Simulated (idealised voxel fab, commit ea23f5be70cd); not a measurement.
process module | voxel quadruple lines
cross-section cut | 290 nm wide | cells 5 nm
A cross-section is a grid of square cells, given in bands from the top down. A band is one or more rows of cells.
Each band's line starts with the height of the band's top and of its bottom, in nm. Then come its materials from left to right, each with its width in nm. One material with "throughout" fills the band from edge to edge. "air" is empty space.
Height 0 is the level under which the wafer as received is all one material. The lowest band goes on downwards, as in "0 down".
A width such as "30 to 40" changes by the same amount from each row of cells to the next, from the band's top row to its bottom row.
"no change" after a step means that no cell of the cross-section changed.
closed voids: empty space of 8 cells or more with no open way to the top, each as width x height at its distance from the left edge, in nm
after a step's settings: what the simulator itself notes on the step
overlay nm, on a step with a mask: how far to the right of its planned place the mask lay; to the left if negative
plan
1 op RECEIVE | material Si
2 op CONFORMAL_DEP | material Al2O3 | thk nm 10
3 op DIRECTIONAL_DEP | material Ru | thk nm 10
4 op DIRECTIONAL_DEP | material polySi | thk nm 20
5 op DIRECTIONAL_DEP | material aC | thk nm 20
6 op PATTERN | tone cover | mask id MANDREL | material resist | width nm 25 | thk nm 25 | overlay nm -15
7 op DIRECTIONAL_ETCH | etch materials aC | depth nm 20
8 op STRIP | etch materials resist
9 op CONFORMAL_DEP | material SiO2 | thk nm 15
10 op DIRECTIONAL_ETCH | etch materials SiO2 | depth nm 15
11 op STRIP | etch materials aC
12 op DIRECTIONAL_ETCH | etch materials polySi | depth nm 20
13 op STRIP | etch materials SiO2
14 op CONFORMAL_DEP | material SiN | thk nm 5
15 op DIRECTIONAL_ETCH | etch materials SiN | depth nm 5
16 op STRIP | etch materials polySi
17 op DIRECTIONAL_ETCH | etch materials Ru | depth nm 10
18 op STRIP | etch materials SiN
varied across the wafers: overlay nm of step 6. The plan shows the first wafer's value. All wafers start alike
first wafer as received, after step 1
  0 down: Si throughout
  closed voids: none
first wafer at the end, after step 18
  20 to 10: air 95 | Ru 5 | air 15 | Ru 5 | air 15 | Ru 5 | air 15 | Ru 5 | air 130
  10 to 0: Al2O3 throughout
  0 down: Si throughout
  closed voids: none
last wafer at the end
  20 to 10: air 125 | Ru 5 | air 15 | Ru 5 | air 15 | Ru 5 | air 15 | Ru 5 | air 100
  10 to 0: Al2O3 throughout
  0 down: Si throughout
  closed voids: none
each wafer at the end: cells of each material gained (+) or lost (-) since it was received, then its closed voids
overlay nm -15 | +116 Al2O3 | +8 Ru | closed voids: none
overlay nm -10 | +116 Al2O3 | +8 Ru | closed voids: none
overlay nm -5 | +116 Al2O3 | +8 Ru | closed voids: none
overlay nm 0 | +116 Al2O3 | +8 Ru | closed voids: none
overlay nm 5 | +116 Al2O3 | +8 Ru | closed voids: none
overlay nm 10 | +116 Al2O3 | +8 Ru | closed voids: none
overlay nm 15 | +116 Al2O3 | +8 Ru | closed voids: none
